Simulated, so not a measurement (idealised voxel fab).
Name of the process module below: voxel self aligned vias
In the cross-section labelled cut, the width is 295 nm and each square cell is 5 nm.
A cross-section in this document is a grid of square cells, and it is written down as bands, the top band listed before the ones below it; a band is made up of one or more rows of cells. First you get the band's top height and its bottom height, in nm, and then the materials it's made of, left to right, with each width in nm. If you see a single material with "edge to edge", that one covers the band edge to edge. "air" is empty space. The reference from which all heights are counted is 0, the level beneath which the as-received wafer is entirely one material; the lowest band, having no lower bound, proceeds downward and is written after the example "0 nm and below". So if you see something like "30..40" for the width, read it as the top row of the band sitting at the first number and the bottom row at the second, with every row in between moving by the same amount as the last. It should be understood that the words "everything unchanged", when stated for a given step, signify that the cross-section underwent no change in any of its cells during that step. The label "Sealed voids" introduces a list of the empty spaces, 8 cells or larger, that have no open way up to the top; each entry in it reads width x height at distance, where the distance is taken from the left edge and all three are stated in nm. Read whatever lies past the settings on a step's line as the simulator's own remark about the step. The "overlay nm" setting may appear on a step's line; for a step that uses a mask, it gives how far to the right of its planned position the mask lay, and a negative value indicates the left.
The planned process steps are enumerated hereunder
1 RECEIVE: material Si
2 CONFORMAL_DEP: material SiO2, thk nm 10
3 CONFORMAL_DEP: material SiCN, thk nm 5
4 DIRECTIONAL_DEP: material SiO2, thk nm 25
5 MASKED_ETCH: tone open, mask id LINES, width nm 20, pitch nm 55, etch materials SiO2, depth nm 25, overlay nm 0
6 CONFORMAL_DEP: material TiN, thk nm 5
7 FILL_DEP: material W, thk nm 10
8 CMP: height nm 40
9 SELECTIVE_ETCH: etch materials W Ru TiN, depth nm 10
10 FILL_DEP: material SiN, thk nm 10
11 CMP: height nm 40
12 DIRECTIONAL_DEP: material SiO2, thk nm 20
13 MASKED_ETCH: tone open, mask id VIAS, width nm 40, pitch nm 55, etch materials SiO2, depth nm 20, overlay nm 0
14 MASKED_ETCH: tone open, mask id VIAS, width nm 40, pitch nm 55, etch materials SiN, depth nm 10, overlay nm 0
15 CONFORMAL_DEP: material TiN, thk nm 5
16 FILL_DEP: material Cu, thk nm 10
17 CMP: height nm 60
18 CONFORMAL_DEP: material SiCN, thk nm 5
Cross-sectional view of the wafer in its as-received condition, corresponding to the state after step 1
  0 nm and below | Si edge to edge
  Sealed voids: none
Module complete - cross-section of the first of two wafers, run according to plan
  65 nm to 60 nm | SiCN edge to edge
  60 nm to 45 nm | 70 SiO2, then 5 TiN, then 30 Cu, then 5 TiN, then 15 SiO2, then 5 TiN, then 30 Cu, then 5 TiN, then 15 SiO2, then 5 TiN, then 30 Cu, then 5 TiN, then 75 SiO2
  45 nm to 35 nm | 70..80 SiO2, then 15..5 TiN, then 10 Cu, then 15..5 TiN, then 15..35 SiO2, then 15..5 TiN, then 10 Cu, then 15..5 TiN, then 15..35 SiO2, then 15..5 TiN, then 10 Cu, then 15..5 TiN, then 75..85 SiO2
  35 nm to 30 nm | 80 SiO2, then 20 TiN, then 35 SiO2, then 20 TiN, then 35 SiO2, then 20 TiN, then 85 SiO2
  30 nm to 20 nm | 80 SiO2, then 5 TiN, then 10 W, then 5 TiN, then 35 SiO2, then 5 TiN, then 10 W, then 5 TiN, then 35 SiO2, then 5 TiN, then 10 W, then 5 TiN, then 85 SiO2
  20 nm to 15 nm | 80 SiO2, then 20 TiN, then 35 SiO2, then 20 TiN, then 35 SiO2, then 20 TiN, then 85 SiO2
  15 nm to 10 nm | SiCN edge to edge
  10 nm to 0 nm | SiO2 edge to edge
  0 nm and below | Si edge to edge
  Sealed voids: none
Wafer two cross-section, module end. Start and plan unchanged from wafer one; one mistake made during the run
  65 nm to 60 nm | SiCN edge to edge
  60 nm to 45 nm | 70 SiO2, then 5 TiN, then 30 Cu, then 5 TiN, then 15 SiO2, then 5 TiN, then 30 Cu, then 5 TiN, then 15 SiO2, then 5 TiN, then 30 Cu, then 5 TiN, then 75 SiO2
  45 nm to 40 nm | 70 SiO2, then 40 TiN, then 15 SiO2, then 40 TiN, then 15 SiO2, then 40 TiN, then 75 SiO2
  40 nm to 35 nm | SiCN edge to edge
  35 nm to 0 nm | SiO2 edge to edge
  0 nm and below | Si edge to edge
  Sealed voids: none
Where did the run depart from the plan? steps 3 and 4 traded places in the executed sequence
Final wafer comparison in cells, second versus first, more or fewer per material: 12 fewer of Cu | 60 more of SiO2 | 36 fewer of TiN | 12 fewer of W
